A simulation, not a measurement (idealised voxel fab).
Proc. module: voxel ribs on slabs
In the cross-section labelled cut, the width is 265 nm and each square cell is 5 nm.
In what follows, cross-sections appear as grids of square cells, described through bands that run from the top down, where every band is one or more rows of cells. Heads up on the band format: heights come first, top then bottom, in nm. After that it's the materials left to right, each with its width in nm. A single material flagged "edge to edge" fills the whole band edge to edge, and "air" means there's empty space there. Convention: height 0 is the level below which the wafer, as received, is all one material. The lowest band does not terminate at the bottom but continues downward, represented as "0 nm and below". The expression "30..40" gives the width at the extremes of the band, the first number at its top row of cells and the second at its bottom row, with the width changing by equal amounts from each row to the next in between. Step note "stayed the same" = no cross-section cell changed. "Closed void listing" enumerates empty spaces isolated from the top, with no open way to it, that contain at least 8 cells, giving each as width x height at distance from the left edge, all three in nm. If you see something after the settings on a step's line, that's the simulator's own remark about that step. On any step carrying a mask, the "overlay nm" setting, if present on the step's line, tells how far right of its planned place the mask lay; negative values point to the left.
Process steps (planned):
1: RECEIVE,material Si
2: DIRECTIONAL_DEP,material SiO2,thk nm 20
3: DIRECTIONAL_DEP,material SiN,thk nm 25
4: PATTERN,tone cover,mask id RIB,material resist,width nm 15,thk nm 15,overlay nm 0
5: DIRECTIONAL_ETCH,etch materials SiN,depth nm 15
6: STRIP,etch materials resist
7: MASKED_ETCH,tone cover,mask id SLAB,width nm 65,etch materials SiN,depth nm 10,overlay nm 0
8: FILL_DEP,material SiO2,thk nm 30
9: CMP,height nm 65
10: DIRECTIONAL_DEP,material W,thk nm 5
11: DIRECTIONAL_DEP,material aC,thk nm 10
12: PATTERN,tone cover,mask id HEATER,material resist,width nm 25,thk nm 25,overlay nm 0
13: DIRECTIONAL_ETCH,etch materials aC,depth nm 10
14: STRIP,etch materials resist
15: DIRECTIONAL_ETCH,etch materials W,depth nm 5
16: STRIP,etch materials aC
17: CONFORMAL_DEP,material SiN,thk nm 10
Among the wafers covered here, the point of difference is the width nm at step 4; their starting state is shared, and the plan presents the value of the first wafer.
This is how the first of several wafers looked in cross-section when it arrived, which is after step 1:
- 0 nm and below = Si edge to edge
- Closed void listing: none
Take any row and you have a wafer at the end of the module: how many cells of each material it has gained (+) or lost (-) since it was received, and then its closed voids:
width nm 15 | +145 SiN | +654 SiO2 | +5 W | Closed void listing: none
width nm 20 | +148 SiN | +651 SiO2 | +5 W | Closed void listing: none
width nm 25 | +151 SiN | +648 SiO2 | +5 W | Closed void listing: none
width nm 30 | +154 SiN | +645 SiO2 | +5 W | Closed void listing: none
